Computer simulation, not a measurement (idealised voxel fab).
process module | voxel self aligned contacts
cross-section cut | 225 nm wide | cells 5 nm
A cross-section is a grid of square cells, given in bands from the top down. A band is one or more rows of cells.
Each band's line starts with the height of the band's top and of its bottom, in nm. Then come its materials from left to right, each with its width in nm. One material with "throughout" fills the band from edge to edge. "air" is empty space.
Height 0 is the level under which the wafer as received is all one material. The lowest band goes on downwards, as in "0 down".
A width such as "30 to 40" changes by the same amount from each row of cells to the next, from the band's top row to its bottom row.
"no change" after a step means that no cell of the cross-section changed.
closed voids: empty space of 8 cells or more with no open way to the top, each as width x height at its distance from the left edge, in nm
after a step's settings: what the simulator itself notes on the step
overlay nm, on a step with a mask: how far to the right of its planned place the mask lay; to the left if negative
plan
1 op RECEIVE | material Si
2 op CONFORMAL_DEP | material SiO2 | thk nm 5
3 op DIRECTIONAL_DEP | material polySi | thk nm 25
4 op DIRECTIONAL_DEP | material SiN | thk nm 15
5 op PATTERN | tone cover | mask id GATE | material resist | width nm 35 | pitch nm 60 | thk nm 15 | overlay nm 0
6 op DIRECTIONAL_ETCH | etch materials SiN | depth nm 15
7 op DIRECTIONAL_ETCH | etch materials polySi | depth nm 25
8 op STRIP | etch materials resist
9 op CONFORMAL_DEP | material SiN | thk nm 5
10 op DIRECTIONAL_ETCH | etch materials SiN | depth nm 5
11 op FILL_DEP | material SiO2 | thk nm 20
12 op CMP | height nm 55
13 op MASKED_ETCH | tone open | mask id CONTACT | width nm 25 | etch materials SiO2 | depth nm 55 | overlay nm 0
14 op CONFORMAL_DEP | material TiN | thk nm 5
15 op FILL_DEP | material Ru | thk nm 5
16 op CMP | height nm 55
17 op CONFORMAL_DEP | material SiN | thk nm 5
varied across the wafers: width nm of step 13. The plan shows the first wafer's value. All wafers start alike
first wafer as received, after step 1
  0 down: Si throughout
  closed voids: none
first wafer at the end, after step 17
  60 to 55: SiN throughout
  55 to 45: SiO2 100 | TiN 5 to 10 | Ru 15 to 5 | TiN 5 to 10 | SiO2 100
  45 to 30: SiO2 60 | SiN 45 | TiN 5 | Ru 5 | TiN 5 | SiN 45 | SiO2 60
  30 to 5: SiO2 60 | SiN 5 | polySi 35 | SiN 5 | TiN 5 | Ru 5 | TiN 5 | SiN 5 | polySi 35 | SiN 5 | SiO2 60
  5 to 0: SiO2 105 | TiN 15 | SiO2 105
  0 down: Si throughout
  closed voids: none
last wafer at the end
  60 to 55: SiN throughout
  55 to 45: SiO2 90 | TiN 5 to 20 | Ru 40 to 5 | TiN 5 to 25 | SiO2 85
  45 to 30: SiO2 60 | SiN 45 | TiN 5 | Ru 5 | TiN 5 | SiN 45 | SiO2 60
  30 to 5: SiO2 60 | SiN 5 | polySi 35 | SiN 5 | TiN 5 | Ru 5 | TiN 5 | SiN 5 | polySi 35 | SiN 5 | SiO2 60
  5 to 0: SiO2 105 | TiN 15 | SiO2 105
  0 down: Si throughout
  closed voids: none
each wafer at the end: cells of each material gained (+) or lost (-) since it was received, then its closed voids
width nm 25 | +12 Ru | +119 SiN | +314 SiO2 | +25 TiN | +70 polySi | closed voids: none
width nm 30 | +13 Ru | +119 SiN | +312 SiO2 | +26 TiN | +70 polySi | closed voids: none
width nm 35 | +14 Ru | +119 SiN | +310 SiO2 | +27 TiN | +70 polySi | closed voids: none
width nm 40 | +15 Ru | +119 SiN | +308 SiO2 | +28 TiN | +70 polySi | closed voids: none
width nm 45 | +16 Ru | +119 SiN | +306 SiO2 | +29 TiN | +70 polySi | closed voids: none
width nm 50 | +17 Ru | +119 SiN | +304 SiO2 | +30 TiN | +70 polySi | closed voids: none
